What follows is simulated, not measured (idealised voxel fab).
process module | voxel transistor to metal
cross-section cut | 170 nm wide | cells 5 nm
A cross-section is a grid of square cells, given in bands from the top down. A band is one or more rows of cells.
Each band's line starts with the height of the band's top and of its bottom, in nm. Then come its materials from left to right, each with its width in nm. One material with "throughout" fills the band from edge to edge. "air" is empty space.
Height 0 is the level under which the wafer as received is all one material. The lowest band goes on downwards, as in "0 down".
A width such as "30 to 40" changes by the same amount from each row of cells to the next, from the band's top row to its bottom row.
"no change" after a step means that no cell of the cross-section changed.
closed voids: empty space of 8 cells or more with no open way to the top, each as width x height at its distance from the left edge, in nm
after a step's settings: what the simulator itself notes on the step
overlay nm, on a step with a mask: how far to the right of its planned place the mask lay; to the left if negative
plan
1 op RECEIVE | material Si
2 op OXIDIZE | depth nm 5
3 op CONFORMAL_DEP | material SiN | thk nm 10
4 op MASKED_ETCH | tone cover | mask id ACTIVE | width nm 100 | etch materials SiN | depth nm 10 | overlay nm 0
5 op MASKED_ETCH | tone cover | mask id ACTIVE | width nm 100 | etch materials SiO2 | depth nm 5 | overlay nm 0
6 op MASKED_ETCH | tone cover | mask id ACTIVE | width nm 100 | etch materials Si | depth nm 30 | overlay nm 0
7 op FILL_DEP | material SiO2 | thk nm 10
8 op CMP | height nm 10
9 op SELECTIVE_ETCH | etch materials SiO2 | depth nm 10
10 op STRIP | etch materials SiN
11 op SELECTIVE_ETCH | etch materials SiO2 | depth nm 5
12 op OXIDIZE | depth nm 5
13 op DIRECTIONAL_DEP | material polySi | thk nm 30
14 op DIRECTIONAL_DEP | material SiCN | thk nm 10
15 op PATTERN | tone cover | mask id GATE | material resist | width nm 30 | thk nm 15 | overlay nm 0
16 op DIRECTIONAL_ETCH | etch materials SiCN | depth nm 20
17 op DIRECTIONAL_ETCH | etch materials polySi | depth nm 40
18 op STRIP | etch materials resist
19 op CONFORMAL_DEP | material SiO2 | thk nm 5
20 op DIRECTIONAL_ETCH | etch materials SiO2 | depth nm 5
21 op CONFORMAL_DEP | material SiN | thk nm 10
22 op DIRECTIONAL_ETCH | etch materials SiN | depth nm 10
23 op DIRECTIONAL_ETCH | etch materials SiO2 | depth nm 5
24 op DIRECTIONAL_ETCH | etch materials Si | depth nm 10
25 op EPI | material nSi | thk nm 10
26 op FILL_DEP | material SiO2 | thk nm 10
27 op CMP | height nm 25
28 op STRIP | etch materials polySi
29 op SELECTIVE_ETCH | etch materials SiO2 | depth nm 5
30 op CONFORMAL_DEP | material HfO2 | thk nm 5
31 op CONFORMAL_DEP | material TiN | thk nm 5
32 op FILL_DEP | material W | thk nm 10
33 op CMP | height nm 20
34 op DIRECTIONAL_DEP | material SiO2 | thk nm 15
35 op PATTERN | tone open | mask id CONTACT | material resist | width nm 15 | pitch nm 75 | thk nm 20 | overlay nm 0
36 op DIRECTIONAL_ETCH | etch materials SiO2 | depth nm 45
37 op STRIP | etch materials resist
38 op CONFORMAL_DEP | material TiN | thk nm 5
39 op FILL_DEP | material W | thk nm 5
40 op CMP | height nm 35
41 op CONFORMAL_DEP | material SiN | thk nm 5
42 op DIRECTIONAL_DEP | material lowk | thk nm 20
43 op MASKED_ETCH | tone open | mask id METAL_1 | width nm 15 | pitch nm 75 | etch materials lowk | depth nm 20 | overlay nm 0
44 op MASKED_ETCH | tone open | mask id METAL_1 | width nm 15 | pitch nm 75 | etch materials SiN | depth nm 5 | overlay nm 0
45 op CONFORMAL_DEP | material TiN | thk nm 5
46 op FILL_DEP | material Ru | thk nm 10
47 op CMP | height nm 60
48 op EPI | material Ru | thk nm 5
49 op FILL_DEP | material SiCN | thk nm 5
50 op DIRECTIONAL_DEP | material lowk | thk nm 25
51 op MASKED_ETCH | tone open | mask id METAL_2 | width nm 15 | pitch nm 75 | etch materials lowk | depth nm 15 | overlay nm 0
52 op MASKED_ETCH | tone open | mask id METAL_2_HOLES | width nm 15 | pitch nm 75 | etch materials lowk | depth nm 10 | overlay nm 0
53 op MASKED_ETCH | tone open | mask id METAL_2_HOLES | width nm 15 | pitch nm 75 | etch materials SiCN | depth nm 5 | overlay nm 0
54 op CONFORMAL_DEP | material TiN | thk nm 5
55 op FILL_DEP | material Cu | thk nm 10
56 op CMP | height nm 95
57 op CONFORMAL_DEP | material SiCN | thk nm 5
as received, after step 1
  0 down: Si throughout
  closed voids: none
a wafer at the end: this start, this plan, one mistake
  100 to 95: SiCN throughout
  95 to 85: lowk 40 | TiN 5 | Cu 10 | TiN 5 | lowk 55 | TiN 5 | Cu 10 | TiN 5 | lowk 35
  85 to 80: lowk 40 | TiN 5 | Cu 5 | TiN 10 | lowk 55 | TiN 5 | Cu 5 | TiN 10 | lowk 35
  80 to 70: lowk 40 | TiN 5 | Cu 5 | TiN 5 | lowk 60 | TiN 5 | Cu 5 | TiN 5 | lowk 40
  70 to 65: SiCN 40 | TiN 15 | SiCN 60 | TiN 15 | SiCN 40
  65 to 60: SiCN 35 | Ru 25 | SiCN 50 | Ru 25 | SiCN 35
  60 to 40: lowk 40 | TiN 5 | Ru 5 | TiN 5 | lowk 60 | TiN 5 | Ru 5 | TiN 5 | lowk 40
  40 to 35: SiN 40 | TiN 15 | SiN 60 | TiN 15 | SiN 40
  35 to 20: SiO2 40 | TiN 5 | W 5 | TiN 5 | SiO2 60 | TiN 5 | W 5 | TiN 5 | SiO2 40
  20 to 5: SiO2 40 | TiN 5 | W 5 | TiN 5 | SiN 10 | HfO2 5 | TiN 5 | W 20 | TiN 5 | HfO2 5 | SiN 10 | TiN 5 | W 5 | TiN 5 | SiO2 40
  5 to 0: SiO2 40 | TiN 15 | SiN 10 | HfO2 5 | TiN 5 | W 20 | TiN 5 | HfO2 5 | SiN 10 | TiN 15 | SiO2 40
  0 to -5: SiO2 40 | TiN 5 | nSi 10 | SiN 10 | HfO2 5 | TiN 30 | HfO2 5 | SiN 10 | nSi 10 | TiN 5 | SiO2 40
  -5 to -10: SiO2 40 | TiN 5 | nSi 10 | SiO2 10 | HfO2 40 | SiO2 10 | nSi 10 | TiN 5 | SiO2 40
  -10 to -20: SiO2 35 | nSi 20 | Si 60 | nSi 20 | SiO2 35
  -20 to -35: SiO2 35 | Si 100 | SiO2 35
  -35 down: Si throughout
  closed voids: none
what went wrong: step 51 ran as: op MASKED_ETCH | tone open | mask id METAL_2 | width nm 20 | pitch nm 75 | etch materials lowk | depth nm 15 | overlay nm 0
